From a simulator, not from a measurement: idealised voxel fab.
Process module, titled voxel wiring stack
Displayed cross-section: cut, width of 290 nm, square cells sized 5 nm.
Heads up, the way a cross-section reads in here is a grid of square cells, handed over as bands from the top down, with every band being one or more rows of cells.
Top height, bottom height, nm. Materials left to right, width each, nm. Single material + "everywhere" = fills band edge to edge. "blank" = empty.
Convention: height 0 is the level below which the wafer, as received, is all one material. The lowest band does not terminate at the bottom but continues downward, represented as "0 down".
Width spec "30->40" -> top row of cells at first value, bottom row at second value, equal per-row change in between.
For the purposes of this document, the phrase "remains unaltered" attached to a step denotes that no cell within the cross-section was modified by that step.
Entry "Closed void listing" = empty spaces >= 8 cells with no open way to the top; each as width x height at distance, distance from left edge, all nm.
Step line, after settings: the simulator's comment on this step.
The line of a step may include "overlay nm". On a step with a mask, this value is how far to the right of its planned place the mask lay. A negative value means the mask lay to the left.
**Process steps (planned)**
1,RECEIVE [material Si]
2,CONFORMAL_DEP [material SiO2] [thk nm 15]
3,DIRECTIONAL_DEP [material TiN] [thk nm 5]
4,DIRECTIONAL_DEP [material W] [thk nm 15]
5,DIRECTIONAL_DEP [material aC] [thk nm 10]
6,PATTERN [tone cover] [mask id METAL_1] [material resist] [width nm 25] [pitch nm 50] [thk nm 25] [overlay nm 0]
7,DIRECTIONAL_ETCH [etch materials aC] [depth nm 10]
8,STRIP [etch materials resist]
9,DIRECTIONAL_ETCH [etch materials W] [depth nm 15]
10,DIRECTIONAL_ETCH [etch materials TiN] [depth nm 5]
11,STRIP [etch materials aC]
12,FILL_DEP [material SiO2] [thk nm 5]
13,CMP [height nm 35]
14,CONFORMAL_DEP [material SiCN] [thk nm 5]
15,DIRECTIONAL_DEP [material SiO2] [thk nm 20]
16,MASKED_ETCH [tone open] [mask id PLUG_1] [width nm 15] [etch materials SiO2] [depth nm 20] [overlay nm 0]
17,MASKED_ETCH [tone open] [mask id PLUG_1] [width nm 15] [etch materials SiCN] [depth nm 5] [overlay nm 0]
18,EPI [material Ru] [thk nm 10]
19,EPI [material Ru] [thk nm 10]
20,EPI [material Ru] [thk nm 5]
21,CONFORMAL_DEP [material SiCN] [thk nm 5]
22,DIRECTIONAL_DEP [material lowk] [thk nm 25]
23,PATTERN [tone open] [mask id METAL_2] [material resist] [width nm 25] [pitch nm 50] [thk nm 20] [overlay nm 0]
24,DIRECTIONAL_ETCH [etch materials lowk] [depth nm 25]
25,DIRECTIONAL_ETCH [etch materials SiCN] [depth nm 5]
26,STRIP [etch materials resist]
27,CONFORMAL_DEP [material TiN] [thk nm 5]
28,FILL_DEP [material Ru] [thk nm 5]
29,CMP [height nm 90]
30,EPI [material Ru] [thk nm 5]
31,FILL_DEP [material SiCN] [thk nm 5]
32,DIRECTIONAL_DEP [material SiO2] [thk nm 20]
33,DIRECTIONAL_DEP [material aC] [thk nm 10]
34,PATTERN [tone open] [mask id PLUG_2] [material resist] [width nm 15] [pitch nm 50] [thk nm 25] [overlay nm 0]
35,DIRECTIONAL_ETCH [etch materials aC] [depth nm 10]
36,STRIP [etch materials resist]
37,DIRECTIONAL_ETCH [etch materials SiO2] [depth nm 20]
38,DIRECTIONAL_ETCH [etch materials SiCN] [depth nm 5]
39,STRIP [etch materials aC]
40,EPI [material Ru] [thk nm 10]
41,EPI [material Ru] [thk nm 10]
42,EPI [material Ru] [thk nm 5]
43,CONFORMAL_DEP [material SiCN] [thk nm 5]
44,DIRECTIONAL_DEP [material SiO2] [thk nm 25]
45,DIRECTIONAL_DEP [material aC] [thk nm 15]
46,PATTERN [tone open] [mask id METAL_3] [material resist] [width nm 25] [pitch nm 50] [thk nm 35] [overlay nm 0]
47,DIRECTIONAL_ETCH [etch materials aC] [depth nm 15]
48,STRIP [etch materials resist]
49,DIRECTIONAL_ETCH [etch materials SiO2] [depth nm 25]
50,DIRECTIONAL_ETCH [etch materials SiCN] [depth nm 5]
51,STRIP [etch materials aC]
52,CONFORMAL_DEP [material TiN] [thk nm 5]
53,FILL_DEP [material Cu] [thk nm 5]
54,CMP [height nm 150]
55,CONFORMAL_DEP [material SiN] [thk nm 5]
**The following pertains to the first of two wafers, which was processed as planned**
**The cross-section here shows the wafer as received, i.e. in its state after step 1**
    0 down = Si everywhere
    Closed void listing: none
**Wafer section view after processing step 2**
    15 to 0 = SiO2 everywhere
    Below 0 it's all the same as before, nothing changed down there.
**Wafer section view after processing step 3**
    20 to 15 = TiN everywhere
    Below 15 it's all the same as before, nothing changed down there.
**Wafer section view after processing step 4**
    35 to 20 = W everywhere
    Below 20 it's all the same as before, nothing changed down there.
**Wafer section view after processing step 5**
    45 to 35 = aC everywhere
    Below 35 it's all the same as before, nothing changed down there.
**Wafer section view after processing step 6**
    70 to 45 = 105 of blank; 25 of resist; 25 of blank; 25 of resist; 110 of blank
    Below 45 it's all the same as before, nothing changed down there.
**Wafer section view after processing step 7**
    60 to 45 = 105 of blank; 25 of resist; 25 of blank; 25 of resist; 110 of blank
    45 to 35 = 105 of blank; 25 of aC; 25 of blank; 25 of aC; 110 of blank
    Below 35 it's all the same as before, nothing changed down there.
**Wafer section view after processing step 8**
    45 to 35 = 105 of blank; 25 of aC; 25 of blank; 25 of aC; 110 of blank
    Below 35 it's all the same as before, nothing changed down there.
**Wafer section view after processing step 9**
    45 to 35 = 105 of blank; 25 of aC; 25 of blank; 25 of aC; 110 of blank
    35 to 20 = 105 of blank; 25 of W; 25 of blank; 25 of W; 110 of blank
    Below 20 it's all the same as before, nothing changed down there.
**Wafer section view after processing step 10**
    45 to 35 = 105 of blank; 25 of aC; 25 of blank; 25 of aC; 110 of blank
    35 to 20 = 105 of blank; 25 of W; 25 of blank; 25 of W; 110 of blank
    20 to 15 = 105 of blank; 25 of TiN; 25 of blank; 25 of TiN; 110 of blank
    Below 15 it's all the same as before, nothing changed down there.
**Wafer section view after processing step 11**
    35 to 20 = 105 of blank; 25 of W; 25 of blank; 25 of W; 110 of blank
    Below 20 it's all the same as before, nothing changed down there.
**Wafer section view after processing step 12**
    40 to 35 = SiO2 everywhere
    35 to 20 = 105 of SiO2; 25 of W; 25 of SiO2; 25 of W; 110 of SiO2
    20 to 15 = 105 of SiO2; 25 of TiN; 25 of SiO2; 25 of TiN; 110 of SiO2
    Below 15 it's all the same as before, nothing changed down there.
**Wafer section view after processing step 13**
    35 to 20 = 105 of SiO2; 25 of W; 25 of SiO2; 25 of W; 110 of SiO2
    Below 20 it's all the same as before, nothing changed down there.
**Wafer section view after processing step 14**
    40 to 35 = SiCN everywhere
    Below 35 it's all the same as before, nothing changed down there.
**Wafer section view after processing step 15**
    60 to 40 = SiO2 everywhere
    Below 40 it's all the same as before, nothing changed down there.
**Wafer section view after processing step 16**
    60 to 40 = 105 of SiO2; 15 of blank; 170 of SiO2
    Below 40 it's all the same as before, nothing changed down there.
**Wafer section view after processing step 17**
    60 to 40 = 105 of SiO2; 15 of blank; 170 of SiO2
    40 to 35 = 105 of SiCN; 15 of blank; 170 of SiCN
    Below 35 it's all the same as before, nothing changed down there.
**Wafer section view after processing step 18**
    60 to 45 = 105 of SiO2; 15 of blank; 170 of SiO2
    45 to 40 = 105 of SiO2; 15 of Ru; 170 of SiO2
    40 to 35 = 105 of SiCN; 15 of Ru; 170 of SiCN
    Below 35 it's all the same as before, nothing changed down there.
**Wafer section view after processing step 19**
    60 to 55 = 105 of SiO2; 15 of blank; 170 of SiO2
    55 to 40 = 105 of SiO2; 15 of Ru; 170 of SiO2
    Below 40 it's all the same as before, nothing changed down there.
**Wafer section view after processing step 20**
    60 to 40 = 105 of SiO2; 15 of Ru; 170 of SiO2
    Below 40 it's all the same as before, nothing changed down there.
**Wafer section view after processing step 21**
    65 to 60 = SiCN everywhere
    Below 60 it's all the same as before, nothing changed down there.
**Wafer section view after processing step 22**
    90 to 65 = lowk everywhere
    Below 65 it's all the same as before, nothing changed down there.
**Wafer section view after processing step 23**
    110 to 90 = 105 of resist; 25 of blank; 25 of resist; 25 of blank; 110 of resist
    Below 90 it's all the same as before, nothing changed down there.
**Wafer section view after processing step 24**
    110 to 90 = 105 of resist; 25 of blank; 25 of resist; 25 of blank; 110 of resist
    90 to 65 = 105 of lowk; 25 of blank; 25 of lowk; 25 of blank; 110 of lowk
    Below 65 it's all the same as before, nothing changed down there.
**Wafer section view after processing step 25**
    110 to 90 = 105 of resist; 25 of blank; 25 of resist; 25 of blank; 110 of resist
    90 to 65 = 105 of lowk; 25 of blank; 25 of lowk; 25 of blank; 110 of lowk
    65 to 60 = 105 of SiCN; 25 of blank; 25 of SiCN; 25 of blank; 110 of SiCN
    Below 60 it's all the same as before, nothing changed down there.
**Wafer section view after processing step 26**
    90 to 65 = 105 of lowk; 25 of blank; 25 of lowk; 25 of blank; 110 of lowk
    Below 65 it's all the same as before, nothing changed down there.
**Wafer section view after processing step 27**
    95 to 90 = 110 of TiN; 15 of blank; 35 of TiN; 15 of blank; 115 of TiN
    90 to 65 = 105 of lowk; 5 of TiN; 15 of blank; 5 of TiN; 25 of lowk; 5 of TiN; 15 of blank; 5 of TiN; 110 of lowk
    65 to 60 = 105 of SiCN; 25 of TiN; 25 of SiCN; 25 of TiN; 110 of SiCN
    Below 60 it's all the same as before, nothing changed down there.
**Wafer section view after processing step 28**
    100 to 95 = Ru everywhere
    95 to 90 = 110 of TiN; 15 of Ru; 35 of TiN; 15 of Ru; 115 of TiN
    90 to 65 = 105 of lowk; 5 of TiN; 15 of Ru; 5 of TiN; 25 of lowk; 5 of TiN; 15 of Ru; 5 of TiN; 110 of lowk
    Below 65 it's all the same as before, nothing changed down there.
**Wafer section view after processing step 29**
    90 to 65 = 105 of lowk; 5 of TiN; 15 of Ru; 5 of TiN; 25 of lowk; 5 of TiN; 15 of Ru; 5 of TiN; 110 of lowk
    Below 65 it's all the same as before, nothing changed down there.
**Wafer section view after processing step 30**
    95 to 90 = 100 of blank; 35 of Ru; 15 of blank; 35 of Ru; 105 of blank
    Below 90 it's all the same as before, nothing changed down there.
**Wafer section view after processing step 31**
    100 to 95 = SiCN everywhere
    95 to 90 = 100 of SiCN; 35 of Ru; 15 of SiCN; 35 of Ru; 105 of SiCN
    Below 90 it's all the same as before, nothing changed down there.
**Wafer section view after processing step 32**
    120 to 100 = SiO2 everywhere
    Below 100 it's all the same as before, nothing changed down there.
**Wafer section view after processing step 33**
    130 to 120 = aC everywhere
    Below 120 it's all the same as before, nothing changed down there.
**Wafer section view after processing step 34**
    155 to 130 = 105 of resist; 15 of blank; 35 of resist; 15 of blank; 120 of resist
    Below 130 it's all the same as before, nothing changed down there.
**Wafer section view after processing step 35**
    145 to 130 = 105 of resist; 15 of blank; 35 of resist; 15 of blank; 120 of resist
    130 to 120 = 105 of aC; 15 of blank; 35 of aC; 15 of blank; 120 of aC
    Below 120 it's all the same as before, nothing changed down there.
**Wafer section view after processing step 36**
    130 to 120 = 105 of aC; 15 of blank; 35 of aC; 15 of blank; 120 of aC
    Below 120 it's all the same as before, nothing changed down there.
**Wafer section view after processing step 37**
    130 to 120 = 105 of aC; 15 of blank; 35 of aC; 15 of blank; 120 of aC
    120 to 100 = 105 of SiO2; 15 of blank; 35 of SiO2; 15 of blank; 120 of SiO2
    Below 100 it's all the same as before, nothing changed down there.
**Wafer section view after processing step 38**
    130 to 120 = 105 of aC; 15 of blank; 35 of aC; 15 of blank; 120 of aC
    120 to 100 = 105 of SiO2; 15 of blank; 35 of SiO2; 15 of blank; 120 of SiO2
    100 to 95 = 105 of SiCN; 15 of blank; 35 of SiCN; 15 of blank; 120 of SiCN
    Below 95 it's all the same as before, nothing changed down there.
**Wafer section view after processing step 39**
    120 to 100 = 105 of SiO2; 15 of blank; 35 of SiO2; 15 of blank; 120 of SiO2
    Below 100 it's all the same as before, nothing changed down there.
**Wafer section view after processing step 40**
    120 to 105 = 105 of SiO2; 15 of blank; 35 of SiO2; 15 of blank; 120 of SiO2
    105 to 100 = 105 of SiO2; 15 of Ru; 35 of SiO2; 15 of Ru; 120 of SiO2
    100 to 90 = 105->100 of SiCN; 15->35 of Ru; 35->15 of SiCN; 15->35 of Ru; 120->105 of SiCN
    Below 90 it's all the same as before, nothing changed down there.
**Wafer section view after processing step 41**
    120 to 115 = 105 of SiO2; 15 of blank; 35 of SiO2; 15 of blank; 120 of SiO2
    115 to 100 = 105 of SiO2; 15 of Ru; 35 of SiO2; 15 of Ru; 120 of SiO2
    Below 100 it's all the same as before, nothing changed down there.
**Wafer section view after processing step 42**
    120 to 100 = 105 of SiO2; 15 of Ru; 35 of SiO2; 15 of Ru; 120 of SiO2
    Below 100 it's all the same as before, nothing changed down there.
**Wafer section view after processing step 43**
    125 to 120 = SiCN everywhere
    Below 120 it's all the same as before, nothing changed down there.
**Wafer section view after processing step 44**
    150 to 125 = SiO2 everywhere
    Below 125 it's all the same as before, nothing changed down there.
**Wafer section view after processing step 45**
    165 to 150 = aC everywhere
    Below 150 it's all the same as before, nothing changed down there.
**Wafer section view after processing step 46**
    200 to 165 = 105 of resist; 25 of blank; 25 of resist; 25 of blank; 110 of resist
    Below 165 it's all the same as before, nothing changed down there.
**Wafer section view after processing step 47**
    185 to 165 = 105 of resist; 25 of blank; 25 of resist; 25 of blank; 110 of resist
    165 to 150 = 105 of aC; 25 of blank; 25 of aC; 25 of blank; 110 of aC
    Below 150 it's all the same as before, nothing changed down there.
**Wafer section view after processing step 48**
    165 to 150 = 105 of aC; 25 of blank; 25 of aC; 25 of blank; 110 of aC
    Below 150 it's all the same as before, nothing changed down there.
**Wafer section view after processing step 49**
    165 to 150 = 105 of aC; 25 of blank; 25 of aC; 25 of blank; 110 of aC
    150 to 125 = 105 of SiO2; 25 of blank; 25 of SiO2; 25 of blank; 110 of SiO2
    Below 125 it's all the same as before, nothing changed down there.
**Wafer section view after processing step 50**
    165 to 150 = 105 of aC; 25 of blank; 25 of aC; 25 of blank; 110 of aC
    150 to 125 = 105 of SiO2; 25 of blank; 25 of SiO2; 25 of blank; 110 of SiO2
    125 to 120 = 105 of SiCN; 25 of blank; 25 of SiCN; 25 of blank; 110 of SiCN
    Below 120 it's all the same as before, nothing changed down there.
**Wafer section view after processing step 51**
    150 to 125 = 105 of SiO2; 25 of blank; 25 of SiO2; 25 of blank; 110 of SiO2
    Below 125 it's all the same as before, nothing changed down there.
**Wafer section view after processing step 52**
    155 to 150 = 110 of TiN; 15 of blank; 35 of TiN; 15 of blank; 115 of TiN
    150 to 125 = 105 of SiO2; 5 of TiN; 15 of blank; 5 of TiN; 25 of SiO2; 5 of TiN; 15 of blank; 5 of TiN; 110 of SiO2
    125 to 120 = 105 of SiCN; 25 of TiN; 25 of SiCN; 25 of TiN; 110 of SiCN
    Below 120 it's all the same as before, nothing changed down there.
**Wafer section view after processing step 53**
    160 to 155 = Cu everywhere
    155 to 150 = 110 of TiN; 15 of Cu; 35 of TiN; 15 of Cu; 115 of TiN
    150 to 125 = 105 of SiO2; 5 of TiN; 15 of Cu; 5 of TiN; 25 of SiO2; 5 of TiN; 15 of Cu; 5 of TiN; 110 of SiO2
    Below 125 it's all the same as before, nothing changed down there.
**Wafer section view after processing step 54**
    150 to 125 = 105 of SiO2; 5 of TiN; 15 of Cu; 5 of TiN; 25 of SiO2; 5 of TiN; 15 of Cu; 5 of TiN; 110 of SiO2
    Below 125 it's all the same as before, nothing changed down there.
**Wafer section view after processing step 55**
    155 to 150 = SiN everywhere
    Below 150 it's all the same as before, nothing changed down there.
**Wafer two. Same start, same plan, one slip in execution. Same as wafer one through step 5, inclusive**
**Second wafer: cross-section at the scheduled end of step 6**
    70 to 45 = 105 of resist; 25 of blank; 25 of resist; 25 of blank; 110 of resist
    Below 45 it's all the same as before, nothing changed down there.
**Second wafer: cross-section at the scheduled end of step 7**
    60 to 45 = 105 of resist; 25 of blank; 25 of resist; 25 of blank; 110 of resist
    45 to 35 = 105 of aC; 25 of blank; 25 of aC; 25 of blank; 110 of aC
    Below 35 it's all the same as before, nothing changed down there.
**Second wafer: cross-section at the scheduled end of step 8**
    45 to 35 = 105 of aC; 25 of blank; 25 of aC; 25 of blank; 110 of aC
    Below 35 it's all the same as before, nothing changed down there.
**Second wafer: cross-section at the scheduled end of step 9**
    45 to 35 = 105 of aC; 25 of blank; 25 of aC; 25 of blank; 110 of aC
    35 to 20 = 105 of W; 25 of blank; 25 of W; 25 of blank; 110 of W
    Below 20 it's all the same as before, nothing changed down there.
**Second wafer: cross-section at the scheduled end of step 10**
    45 to 35 = 105 of aC; 25 of blank; 25 of aC; 25 of blank; 110 of aC
    35 to 20 = 105 of W; 25 of blank; 25 of W; 25 of blank; 110 of W
    20 to 15 = 105 of TiN; 25 of blank; 25 of TiN; 25 of blank; 110 of TiN
    Below 15 it's all the same as before, nothing changed down there.
**Second wafer: cross-section at the scheduled end of step 11**
    35 to 20 = 105 of W; 25 of blank; 25 of W; 25 of blank; 110 of W
    Below 20 it's all the same as before, nothing changed down there.
**Second wafer: cross-section at the scheduled end of step 12**
    40 to 35 = SiO2 everywhere
    35 to 20 = 105 of W; 25 of SiO2; 25 of W; 25 of SiO2; 110 of W
    20 to 15 = 105 of TiN; 25 of SiO2; 25 of TiN; 25 of SiO2; 110 of TiN
    Below 15 it's all the same as before, nothing changed down there.
**Second wafer: cross-section at the scheduled end of step 13**
    35 to 20 = 105 of W; 25 of SiO2; 25 of W; 25 of SiO2; 110 of W
    Below 20 it's all the same as before, nothing changed down there.
**Second wafer: cross-section at the scheduled end of step 14**
    40 to 35 = SiCN everywhere
    Below 35 it's all the same as before, nothing changed down there.
**Second wafer: cross-section at the scheduled end of step 15**
    60 to 40 = SiO2 everywhere
    Below 40 it's all the same as before, nothing changed down there.
**Second wafer: cross-section at the scheduled end of step 16**
    60 to 40 = 105 of SiO2; 15 of blank; 170 of SiO2
    Below 40 it's all the same as before, nothing changed down there.
**Second wafer: cross-section at the scheduled end of step 17**
    60 to 40 = 105 of SiO2; 15 of blank; 170 of SiO2
    40 to 35 = 105 of SiCN; 15 of blank; 170 of SiCN
    Below 35 it's all the same as before, nothing changed down there.
Second wafer: cross-section at the scheduled end of step 18: remains unaltered
Second wafer: cross-section at the scheduled end of step 19: remains unaltered
Second wafer: cross-section at the scheduled end of step 20: remains unaltered
**Second wafer: cross-section at the scheduled end of step 21**
    65 to 60 = 110 of SiCN; 5 of blank; 175 of SiCN
    60 to 40 = 105 of SiO2; 5 of SiCN; 5 of blank; 5 of SiCN; 170 of SiO2
    40 to 35 = SiCN everywhere
    Below 35 it's all the same as before, nothing changed down there.
**Second wafer: cross-section at the scheduled end of step 22**
    90 to 65 = 110 of lowk; 5 of blank; 175 of lowk
    65 to 60 = 110 of SiCN; 5 of lowk; 175 of SiCN
    60 to 40 = 105 of SiO2; 5 of SiCN; 5 of lowk; 5 of SiCN; 170 of SiO2
    Below 40 it's all the same as before, nothing changed down there.
**Second wafer: cross-section at the scheduled end of step 23**
    110 to 90 = 105 of resist; 25 of blank; 25 of resist; 25 of blank; 110 of resist
    Below 90 it's all the same as before, nothing changed down there.
**Second wafer: cross-section at the scheduled end of step 24**
    110 to 90 = 105 of resist; 25 of blank; 25 of resist; 25 of blank; 110 of resist
    90 to 65 = 105 of lowk; 25 of blank; 25 of lowk; 25 of blank; 110 of lowk
    65 to 60 = 110 of SiCN; 5 of blank; 175 of SiCN
    60 to 40 = 105 of SiO2; 5 of SiCN; 5 of blank; 5 of SiCN; 170 of SiO2
    Below 40 it's all the same as before, nothing changed down there.
**Second wafer: cross-section at the scheduled end of step 25**
    110 to 90 = 105 of resist; 25 of blank; 25 of resist; 25 of blank; 110 of resist
    90 to 65 = 105 of lowk; 25 of blank; 25 of lowk; 25 of blank; 110 of lowk
    65 to 60 = 105 of SiCN; 25 of blank; 25 of SiCN; 25 of blank; 110 of SiCN
    60 to 40 = 105 of SiO2; 5 of SiCN; 5 of blank; 5 of SiCN; 170 of SiO2
    40 to 35 = 110 of SiCN; 5 of blank; 175 of SiCN
    Below 35 it's all the same as before, nothing changed down there.
**Second wafer: cross-section at the scheduled end of step 26**
    90 to 65 = 105 of lowk; 25 of blank; 25 of lowk; 25 of blank; 110 of lowk
    Below 65 it's all the same as before, nothing changed down there.
**Second wafer: cross-section at the scheduled end of step 27**
    95 to 90 = 110 of TiN; 15 of blank; 35 of TiN; 15 of blank; 115 of TiN
    90 to 65 = 105 of lowk; 5 of TiN; 15 of blank; 5 of TiN; 25 of lowk; 5 of TiN; 15 of blank; 5 of TiN; 110 of lowk
    65 to 60 = 105 of SiCN; 25 of TiN; 25 of SiCN; 25 of TiN; 110 of SiCN
    60 to 40 = 105 of SiO2; 5 of SiCN; 5 of TiN; 5 of SiCN; 170 of SiO2
    40 to 35 = 110 of SiCN; 5 of TiN; 175 of SiCN
    Below 35 it's all the same as before, nothing changed down there.
**Second wafer: cross-section at the scheduled end of step 28**
    100 to 95 = Ru everywhere
    95 to 90 = 110 of TiN; 15 of Ru; 35 of TiN; 15 of Ru; 115 of TiN
    90 to 65 = 105 of lowk; 5 of TiN; 15 of Ru; 5 of TiN; 25 of lowk; 5 of TiN; 15 of Ru; 5 of TiN; 110 of lowk
    Below 65 it's all the same as before, nothing changed down there.
**Second wafer: cross-section at the scheduled end of step 29**
    90 to 65 = 105 of lowk; 5 of TiN; 15 of Ru; 5 of TiN; 25 of lowk; 5 of TiN; 15 of Ru; 5 of TiN; 110 of lowk
    Below 65 it's all the same as before, nothing changed down there.
**Second wafer: cross-section at the scheduled end of step 30**
    95 to 90 = 100 of blank; 35 of Ru; 15 of blank; 35 of Ru; 105 of blank
    Below 90 it's all the same as before, nothing changed down there.
**Second wafer: cross-section at the scheduled end of step 31**
    100 to 95 = SiCN everywhere
    95 to 90 = 100 of SiCN; 35 of Ru; 15 of SiCN; 35 of Ru; 105 of SiCN
    Below 90 it's all the same as before, nothing changed down there.
**Second wafer: cross-section at the scheduled end of step 32**
    120 to 100 = SiO2 everywhere
    Below 100 it's all the same as before, nothing changed down there.
**Second wafer: cross-section at the scheduled end of step 33**
    130 to 120 = aC everywhere
    Below 120 it's all the same as before, nothing changed down there.
**Second wafer: cross-section at the scheduled end of step 34**
    155 to 130 = 105 of resist; 15 of blank; 35 of resist; 15 of blank; 120 of resist
    Below 130 it's all the same as before, nothing changed down there.
**Second wafer: cross-section at the scheduled end of step 35**
    145 to 130 = 105 of resist; 15 of blank; 35 of resist; 15 of blank; 120 of resist
    130 to 120 = 105 of aC; 15 of blank; 35 of aC; 15 of blank; 120 of aC
    Below 120 it's all the same as before, nothing changed down there.
**Second wafer: cross-section at the scheduled end of step 36**
    130 to 120 = 105 of aC; 15 of blank; 35 of aC; 15 of blank; 120 of aC
    Below 120 it's all the same as before, nothing changed down there.
**Second wafer: cross-section at the scheduled end of step 37**
    130 to 120 = 105 of aC; 15 of blank; 35 of aC; 15 of blank; 120 of aC
    120 to 100 = 105 of SiO2; 15 of blank; 35 of SiO2; 15 of blank; 120 of SiO2
    Below 100 it's all the same as before, nothing changed down there.
**Second wafer: cross-section at the scheduled end of step 38**
    130 to 120 = 105 of aC; 15 of blank; 35 of aC; 15 of blank; 120 of aC
    120 to 100 = 105 of SiO2; 15 of blank; 35 of SiO2; 15 of blank; 120 of SiO2
    100 to 95 = 105 of SiCN; 15 of blank; 35 of SiCN; 15 of blank; 120 of SiCN
    Below 95 it's all the same as before, nothing changed down there.
**Second wafer: cross-section at the scheduled end of step 39**
    120 to 100 = 105 of SiO2; 15 of blank; 35 of SiO2; 15 of blank; 120 of SiO2
    Below 100 it's all the same as before, nothing changed down there.
**Second wafer: cross-section at the scheduled end of step 40**
    120 to 105 = 105 of SiO2; 15 of blank; 35 of SiO2; 15 of blank; 120 of SiO2
    105 to 100 = 105 of SiO2; 15 of Ru; 35 of SiO2; 15 of Ru; 120 of SiO2
    100 to 90 = 105->100 of SiCN; 15->35 of Ru; 35->15 of SiCN; 15->35 of Ru; 120->105 of SiCN
    Below 90 it's all the same as before, nothing changed down there.
**Second wafer: cross-section at the scheduled end of step 41**
    120 to 115 = 105 of SiO2; 15 of blank; 35 of SiO2; 15 of blank; 120 of SiO2
    115 to 100 = 105 of SiO2; 15 of Ru; 35 of SiO2; 15 of Ru; 120 of SiO2
    Below 100 it's all the same as before, nothing changed down there.
**Second wafer: cross-section at the scheduled end of step 42**
    120 to 100 = 105 of SiO2; 15 of Ru; 35 of SiO2; 15 of Ru; 120 of SiO2
    Below 100 it's all the same as before, nothing changed down there.
**Second wafer: cross-section at the scheduled end of step 43**
    125 to 120 = SiCN everywhere
    Below 120 it's all the same as before, nothing changed down there.
**Second wafer: cross-section at the scheduled end of step 44**
    150 to 125 = SiO2 everywhere
    Below 125 it's all the same as before, nothing changed down there.
**Second wafer: cross-section at the scheduled end of step 45**
    165 to 150 = aC everywhere
    Below 150 it's all the same as before, nothing changed down there.
**Second wafer: cross-section at the scheduled end of step 46**
    200 to 165 = 105 of resist; 25 of blank; 25 of resist; 25 of blank; 110 of resist
    Below 165 it's all the same as before, nothing changed down there.
**Second wafer: cross-section at the scheduled end of step 47**
    185 to 165 = 105 of resist; 25 of blank; 25 of resist; 25 of blank; 110 of resist
    165 to 150 = 105 of aC; 25 of blank; 25 of aC; 25 of blank; 110 of aC
    Below 150 it's all the same as before, nothing changed down there.
**Second wafer: cross-section at the scheduled end of step 48**
    165 to 150 = 105 of aC; 25 of blank; 25 of aC; 25 of blank; 110 of aC
    Below 150 it's all the same as before, nothing changed down there.
**Second wafer: cross-section at the scheduled end of step 49**
    165 to 150 = 105 of aC; 25 of blank; 25 of aC; 25 of blank; 110 of aC
    150 to 125 = 105 of SiO2; 25 of blank; 25 of SiO2; 25 of blank; 110 of SiO2
    Below 125 it's all the same as before, nothing changed down there.
**Second wafer: cross-section at the scheduled end of step 50**
    165 to 150 = 105 of aC; 25 of blank; 25 of aC; 25 of blank; 110 of aC
    150 to 125 = 105 of SiO2; 25 of blank; 25 of SiO2; 25 of blank; 110 of SiO2
    125 to 120 = 105 of SiCN; 25 of blank; 25 of SiCN; 25 of blank; 110 of SiCN
    Below 120 it's all the same as before, nothing changed down there.
**Second wafer: cross-section at the scheduled end of step 51**
    150 to 125 = 105 of SiO2; 25 of blank; 25 of SiO2; 25 of blank; 110 of SiO2
    Below 125 it's all the same as before, nothing changed down there.
**Second wafer: cross-section at the scheduled end of step 52**
    155 to 150 = 110 of TiN; 15 of blank; 35 of TiN; 15 of blank; 115 of TiN
    150 to 125 = 105 of SiO2; 5 of TiN; 15 of blank; 5 of TiN; 25 of SiO2; 5 of TiN; 15 of blank; 5 of TiN; 110 of SiO2
    125 to 120 = 105 of SiCN; 25 of TiN; 25 of SiCN; 25 of TiN; 110 of SiCN
    Below 120 it's all the same as before, nothing changed down there.
**Second wafer: cross-section at the scheduled end of step 53**
    160 to 155 = Cu everywhere
    155 to 150 = 110 of TiN; 15 of Cu; 35 of TiN; 15 of Cu; 115 of TiN
    150 to 125 = 105 of SiO2; 5 of TiN; 15 of Cu; 5 of TiN; 25 of SiO2; 5 of TiN; 15 of Cu; 5 of TiN; 110 of SiO2
    Below 125 it's all the same as before, nothing changed down there.
**Second wafer: cross-section at the scheduled end of step 54**
    150 to 125 = 105 of SiO2; 5 of TiN; 15 of Cu; 5 of TiN; 25 of SiO2; 5 of TiN; 15 of Cu; 5 of TiN; 110 of SiO2
    Below 125 it's all the same as before, nothing changed down there.
**Second wafer: cross-section at the scheduled end of step 55**
    155 to 150 = SiN everywhere
    Below 150 it's all the same as before, nothing changed down there.
Deviation from plan: step 6 went in with a setting other than planned; the actual run was PATTERN [tone open] [mask id METAL_1] [material resist] [width nm 25] [pitch nm 50] [thk nm 25] [overlay nm 0]
Wafer comparison, final, in cells, second relative to first, materials more or fewer: Ru -15; SiCN +10; SiO2 -152; TiN +43; W +114
